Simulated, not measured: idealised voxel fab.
The following is a process module called voxel gate over fins.
The cross-section shown here is cut; it is 250 nm wide and divided into square cells measuring 5 nm on a side.
We lay out every cross-section as a grid of square cells and spell it out in bands from the top down, where one band means one or more rows of cells.
Top, bottom (nm), then materials left to right with widths (nm); lone material tagged "all across" fills the whole band edge to edge; "blank" = empty space.
The reference from which all heights are counted is 0, the level beneath which the as-received wafer is entirely one material; the lowest band, having no lower bound, proceeds downward and is written after the example "0 nm and below".
Per-row width for "30->40": begins at first number (top row of band), ends at second number (bottom row), increment between rows held constant.
It should be understood that the words "nothing different", when stated for a given step, signify that the cross-section underwent no change in any of its cells during that step.
Look at "Unvented cavities" for the closed voids: empty spaces with no open path to the top, sized 8 cells or up. Each is width x height at distance, distance from the left edge, all nm.
The remark found on a step's line after its settings is issued by the simulator itself and pertains to that step.
Regarding "overlay nm": on a step with a mask, it is the distance the mask lay to the right of its planned place; a negative value places it to the left.
### The process steps that were planned are listed below
1. op RECEIVE | material Si
2. op CONFORMAL_DEP | material SiN | thk nm 10
3. op DIRECTIONAL_DEP | material aC | thk nm 15
4. op PATTERN | tone cover | mask id FINS | material resist | width nm 15 | pitch nm 35 | thk nm 30 | overlay nm 0
5. op DIRECTIONAL_ETCH | etch materials aC | depth nm 15
6. op STRIP | etch materials resist
7. op DIRECTIONAL_ETCH | etch materials SiN | depth nm 10
8. op DIRECTIONAL_ETCH | etch materials Si | depth nm 40
9. op STRIP | etch materials aC
10. op FILL_DEP | material SiO2 | thk nm 15
11. op CMP | height nm 10
12. op SELECTIVE_ETCH | etch materials SiO2 | depth nm 25
13. op STRIP | etch materials SiN
14. op CONFORMAL_DEP | material HfO2 | thk nm 5
15. op CONFORMAL_DEP | material TiN | thk nm 5
16. op CONFORMAL_DEP | material TiAl | thk nm 5
17. op CONFORMAL_DEP | material TiN | thk nm 5
18. op FILL_DEP | material W | thk nm 15
19. op CMP | height nm 30
20. op CONFORMAL_DEP | material SiN | thk nm 5
### Cross-section: wafer on arrival = after step 1
- 0 nm and below: Si all across
- Unvented cavities: none
### First of two wafers, end-of-module section, run followed plan
- 35 nm to 30 nm: SiN all across
- 30 nm to 20 nm: W all across
- 20 nm to 15 nm: W: 80, TiN: 90, W: 80
- 15 nm to 10 nm: W: 80, TiN: 5, TiAl: 80, TiN: 5, W: 80
- 10 nm to 5 nm: W: 80, TiN: 5, TiAl: 5, TiN: 70, TiAl: 5, TiN: 5, W: 80
- 5 nm to 0 nm: TiN: 85, TiAl: 5, TiN: 5, HfO2: 25, TiN: 10, HfO2: 25, TiN: 5, TiAl: 5, TiN: 85
- 0 nm to -5 nm: TiAl: 90, TiN: 5, HfO2: 5, Si: 15, HfO2: 5, TiN: 10, HfO2: 5, Si: 15, HfO2: 5, TiN: 5, TiAl: 90
- -5 nm to -10 nm: TiN: 95, HfO2: 5, Si: 15, HfO2: 5, TiN: 10, HfO2: 5, Si: 15, HfO2: 5, TiN: 95
- -10 nm to -15 nm: HfO2: 100, Si: 15, HfO2: 20, Si: 15, HfO2: 100
- -15 nm to -40 nm: SiO2: 100, Si: 15, SiO2: 20, Si: 15, SiO2: 100
- -40 nm and below: Si all across
- Unvented cavities: none
### Same start, same plan as the first wafer - but one mistake in the run. Cross-section of the second of the two at the end of the module
- 35 nm to 30 nm: TiAl all across
- 30 nm to 20 nm: W all across
- 20 nm to 15 nm: W: 80, TiN: 90, W: 80
- 15 nm to 10 nm: W: 80, TiN: 5, TiAl: 80, TiN: 5, W: 80
- 10 nm to 5 nm: W: 80, TiN: 5, TiAl: 5, TiN: 70, TiAl: 5, TiN: 5, W: 80
- 5 nm to 0 nm: TiN: 85, TiAl: 5, TiN: 5, HfO2: 25, TiN: 10, HfO2: 25, TiN: 5, TiAl: 5, TiN: 85
- 0 nm to -5 nm: TiAl: 90, TiN: 5, HfO2: 5, Si: 15, HfO2: 5, TiN: 10, HfO2: 5, Si: 15, HfO2: 5, TiN: 5, TiAl: 90
- -5 nm to -10 nm: TiN: 95, HfO2: 5, Si: 15, HfO2: 5, TiN: 10, HfO2: 5, Si: 15, HfO2: 5, TiN: 95
- -10 nm to -15 nm: HfO2: 100, Si: 15, HfO2: 20, Si: 15, HfO2: 100
- -15 nm to -40 nm: SiO2: 100, Si: 15, SiO2: 20, Si: 15, SiO2: 100
- -40 nm and below: Si all across
- Unvented cavities: none
Finding, execution versus plan: step 20: run off-plan, actual operation and settings op CONFORMAL_DEP | material TiAl | thk nm 5
Looking at both finished wafers in cells, the second ends up ahead of or behind the first on some materials: -50 SiN, +50 TiAl
